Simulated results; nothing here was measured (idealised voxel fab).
The process module presented herein is designated voxel wiring stack.
Each square cell in cross-section cut measures 5 nm, and the section as a whole is 235 nm wide.
Cross-section = grid of square cells, listed top down in bands; band = one or more rows. Top height, bottom height, nm. Materials left to right, width each, nm. Single material + "everywhere" = fills band edge to edge. "blank" = empty. Where do heights start? At 0: under that level the wafer as delivered is made of one material only. And the lowest band has no floor; it just carries on downward, as in "top 0, no bottom". A width given as "30 to 40" starts at the first number in the band's top row and ends at the second number in its bottom row, shifting by an equal amount at every step from row to row. Key: "same as before" - step with no changed cell in the cross-section. Each empty space that has no open way to the top and spans at least 8 cells appears under "Enclosed void list" as width x height at distance, the distance counted from the left edge, all in nm. Anything after a step's settings on that line? It's the simulator's own note about the step. For masked steps, "overlay nm" on the step line gives how far right of plan the mask actually lay; a minus sign means it lay to the left.
THESE ARE THE STEPS WE PLANNED FOR THE PROCESS
1,RECEIVE,material Si
2,CONFORMAL_DEP,material SiO2,thk nm 10
3,CONFORMAL_DEP,material SiCN,thk nm 5
4,DIRECTIONAL_DEP,material lowk,thk nm 20
5,DIRECTIONAL_DEP,material aC,thk nm 10
6,PATTERN,tone open,mask id METAL_1,material resist,width nm 20,pitch nm 40,thk nm 30,overlay nm 0
7,DIRECTIONAL_ETCH,etch materials aC,depth nm 10
8,STRIP,etch materials resist
9,DIRECTIONAL_ETCH,etch materials lowk,depth nm 20
10,DIRECTIONAL_ETCH,etch materials SiCN,depth nm 5
11,STRIP,etch materials aC
12,CONFORMAL_DEP,material TiN,thk nm 5
13,FILL_DEP,material Cu,thk nm 5
14,CMP,height nm 35
15,CONFORMAL_DEP,material SiCN,thk nm 5
16,DIRECTIONAL_DEP,material lowk,thk nm 30
17,MASKED_ETCH,tone open,mask id METAL_2_HOLES,width nm 15,pitch nm 40,etch materials lowk,depth nm 30,overlay nm 0
18,MASKED_ETCH,tone open,mask id METAL_2,width nm 20,pitch nm 40,etch materials lowk,depth nm 20,overlay nm 0
19,MASKED_ETCH,tone open,mask id METAL_2,width nm 20,pitch nm 40,etch materials SiCN,depth nm 5,overlay nm 0
20,CONFORMAL_DEP,material TiN,thk nm 5
21,FILL_DEP,material Ru,thk nm 10
22,CMP,height nm 70
23,CONFORMAL_DEP,material SiCN,thk nm 5
AS-RECEIVED STATE OF THE WAFER IN CROSS-SECTION, EQUIVALENT TO POST-STEP 1
    top 0, no bottom = Si everywhere
    Enclosed void list: none
THE MODULE WAS RUN FROM THE START SHOWN ABOVE USING THE PLAN SHOWN ABOVE, BUT ONE MISTAKE WAS MADE DOING IT; THE RESULTING WAFER CROSS-SECTION IS BELOW
    top 75, bottom 70 = SiCN everywhere
    top 70, bottom 55 = lowk (85) | TiN (5) | Ru (10) | TiN (5) | lowk (20) | TiN (5) | Ru (10) | TiN (5) | lowk (90)
    top 55, bottom 50 = lowk (85) | TiN (5) | Ru (5) | TiN (10) | lowk (20) | TiN (5) | Ru (5) | TiN (10) | lowk (90)
    top 50, bottom 40 = lowk (85) | TiN (5) | Ru (5) | TiN (5) | lowk (25) | TiN (5) | Ru (5) | TiN (5) | lowk (95)
    top 40, bottom 35 = SiCN (85) | TiN (15) | SiCN (25) | TiN (15) | SiCN (95)
    top 35, bottom 15 = lowk (75) | TiN (5) | Cu (10) | TiN (5) | lowk (20) | TiN (5) | Cu (10) | TiN (5) | lowk (100)
    top 15, bottom 10 = SiCN (75) | TiN (20) | SiCN (20) | TiN (20) | SiCN (100)
    top 10, bottom 0 = SiO2 everywhere
    top 0, no bottom = Si everywhere
    Enclosed void list: none
In executing the process, a mistake was made relative to the plan: step 6 off recipe, ran as PATTERN,tone open,mask id METAL_1,material resist,width nm 20,pitch nm 40,thk nm 30,overlay nm -10
